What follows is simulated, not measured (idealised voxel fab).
Title: Process Module voxel transistor to metal
The cross-section shown here is cut; it is 185 nm wide and divided into square cells measuring 5 nm on a side.
Notation: cross-section as square-cell grid; stated in bands, top first, going down; one or more cell rows per band.
A band entry consists of two parts. The first gives the height of the band's top and the height of its bottom, in nm. The rest lists the band's materials from left to right, each with its width in nm. A single material labelled with the word "everywhere" fills the band from edge to edge, and the word "empty" marks empty space.
Basically, 0 is our baseline, since under it the wafer straight out of the box is all one material. The bottom band has no lower end and keeps on going down, so it looks like "top 0, no bottom".
Note: "30->40" means the width goes from the first number (top row of the band) to the second number (bottom row) in equal steps per row of cells.
Given "no change occurred" for a step, no cell of the cross-section differs between before and after that step.
Basically, "Closed void catalog" tells you about the enclosed voids: empty spaces with no open way to the top, 8 cells or bigger, each written width x height at distance, where distance is from the left edge, all in nm.
Heads up: the bit after the settings on a step's line is the simulator's remark on that step.
A step line may carry the setting "overlay nm", which, for steps involving a mask, states the distance by which the mask lay to the right of its intended position; negative values denote displacement to the left.
-- Process steps (planned)
1. RECEIVE (material Si)
2. CONFORMAL_DEP (material SiO2; thk nm 5)
3. CONFORMAL_DEP (material SiN; thk nm 15)
4. DIRECTIONAL_DEP (material aC; thk nm 15)
5. PATTERN (tone cover; mask id ACTIVE; material resist; width nm 95; thk nm 30; overlay nm 0)
6. DIRECTIONAL_ETCH (etch materials aC; depth nm 15)
7. STRIP (etch materials resist)
8. DIRECTIONAL_ETCH (etch materials SiN; depth nm 15)
9. DIRECTIONAL_ETCH (etch materials SiO2; depth nm 5)
10. DIRECTIONAL_ETCH (etch materials Si; depth nm 35)
11. STRIP (etch materials aC)
12. OXIDIZE (depth nm 5)
13. FILL_DEP (material SiO2; thk nm 10)
14. CMP (height nm 20)
15. SELECTIVE_ETCH (etch materials SiO2; depth nm 15)
16. STRIP (etch materials SiN)
17. SELECTIVE_ETCH (etch materials SiO2; depth nm 5)
18. OXIDIZE (depth nm 5)
19. DIRECTIONAL_DEP (material polySi; thk nm 20)
20. DIRECTIONAL_DEP (material SiCN; thk nm 10)
21. MASKED_ETCH (tone cover; mask id GATE; width nm 25; etch materials SiCN; depth nm 20; overlay nm 0)
22. MASKED_ETCH (tone cover; mask id GATE; width nm 25; etch materials polySi; depth nm 30; overlay nm 0)
23. CONFORMAL_DEP (material SiN; thk nm 5)
24. DIRECTIONAL_ETCH (etch materials SiN; depth nm 5)
25. DIRECTIONAL_ETCH (etch materials SiO2; depth nm 5)
26. DIRECTIONAL_ETCH (etch materials Si; depth nm 10)
27. EPI (material SiGe; thk nm 10)
28. FILL_DEP (material SiO2; thk nm 10)
29. CMP (height nm 20)
30. STRIP (etch materials polySi)
31. SELECTIVE_ETCH (etch materials SiO2; depth nm 5)
32. CONFORMAL_DEP (material HfO2; thk nm 5)
33. CONFORMAL_DEP (material TiN; thk nm 5)
34. FILL_DEP (material W; thk nm 10)
35. CMP (height nm 15)
36. DIRECTIONAL_DEP (material SiO2; thk nm 15)
37. DIRECTIONAL_DEP (material aC; thk nm 15)
38. PATTERN (tone open; mask id CONTACT; material resist; width nm 15; pitch nm 70; thk nm 35; overlay nm 0)
39. DIRECTIONAL_ETCH (etch materials aC; depth nm 15)
40. STRIP (etch materials resist)
41. DIRECTIONAL_ETCH (etch materials SiO2; depth nm 35)
42. STRIP (etch materials aC)
43. CONFORMAL_DEP (material TiN; thk nm 5)
44. FILL_DEP (material W; thk nm 10)
45. CMP (height nm 30)
46. DIRECTIONAL_DEP (material TiN; thk nm 5)
47. DIRECTIONAL_DEP (material W; thk nm 25)
48. MASKED_ETCH (tone cover; mask id METAL_1; width nm 15; pitch nm 70; etch materials W; depth nm 25; overlay nm 0)
49. MASKED_ETCH (tone cover; mask id METAL_1; width nm 15; pitch nm 70; etch materials TiN; depth nm 5; overlay nm 0)
50. CONFORMAL_DEP (material SiN; thk nm 5)
51. FILL_DEP (material SiO2; thk nm 10)
52. CMP (height nm 60)
53. CONFORMAL_DEP (material SiCN; thk nm 5)
-- Incoming wafer, cross-sectional view, post step 1
	top 0, no bottom | Si everywhere
	Closed void catalog: none
-- Starting wafer: above. Plan: above. Run: one mistake. Cross-section after the module: below
	top 65, bottom 60 | SiCN everywhere
	top 60, bottom 35 | 45 nm SiO2; 5 nm SiN; 15 nm W; 5 nm SiN; 45 nm SiO2; 5 nm SiN; 15 nm W; 5 nm SiN; 45 nm SiO2
	top 35, bottom 30 | 50 nm SiN; 15 nm TiN; 55 nm SiN; 15 nm TiN; 50 nm SiN
	top 30, bottom 15 | 50 nm SiO2; 5 nm TiN; 5 nm W; 5 nm TiN; 55 nm SiO2; 5 nm TiN; 5 nm W; 5 nm TiN; 50 nm SiO2
	top 15, bottom 5 | 50 nm SiO2; 5 nm TiN; 5 nm W; 5 nm TiN; 10 nm SiO2; 5 nm SiN; 5 nm HfO2; 5 nm TiN; 5 nm W; 5 nm TiN; 5 nm HfO2; 5 nm SiN; 10 nm SiO2; 5 nm TiN; 5 nm W; 5 nm TiN; 50 nm SiO2
	top 5, bottom 0 | 50 nm SiO2; 5 nm TiN; 5 nm W; 5 nm TiN; 10 nm SiGe; 5 nm SiN; 5 nm HfO2; 15 nm TiN; 5 nm HfO2; 5 nm SiN; 10 nm SiGe; 5 nm TiN; 5 nm W; 5 nm TiN; 50 nm SiO2
	top 0, bottom -5 | 50 nm SiO2; 15 nm TiN; 10 nm SiGe; 35 nm HfO2; 10 nm SiGe; 15 nm TiN; 50 nm SiO2
	top -5, bottom -15 | 55 nm SiO2; 20 nm SiGe; 35 nm Si; 30 nm SiGe; 45 nm SiO2
	top -15, bottom -40 | 55 nm SiO2; 85 nm Si; 45 nm SiO2
	top -40, no bottom | Si everywhere
	Closed void catalog: none
The mistake made against the process plan was this: step 5 did not use the planned setting and instead ran as PATTERN (tone cover; mask id ACTIVE; material resist; width nm 95; thk nm 30; overlay nm 5)
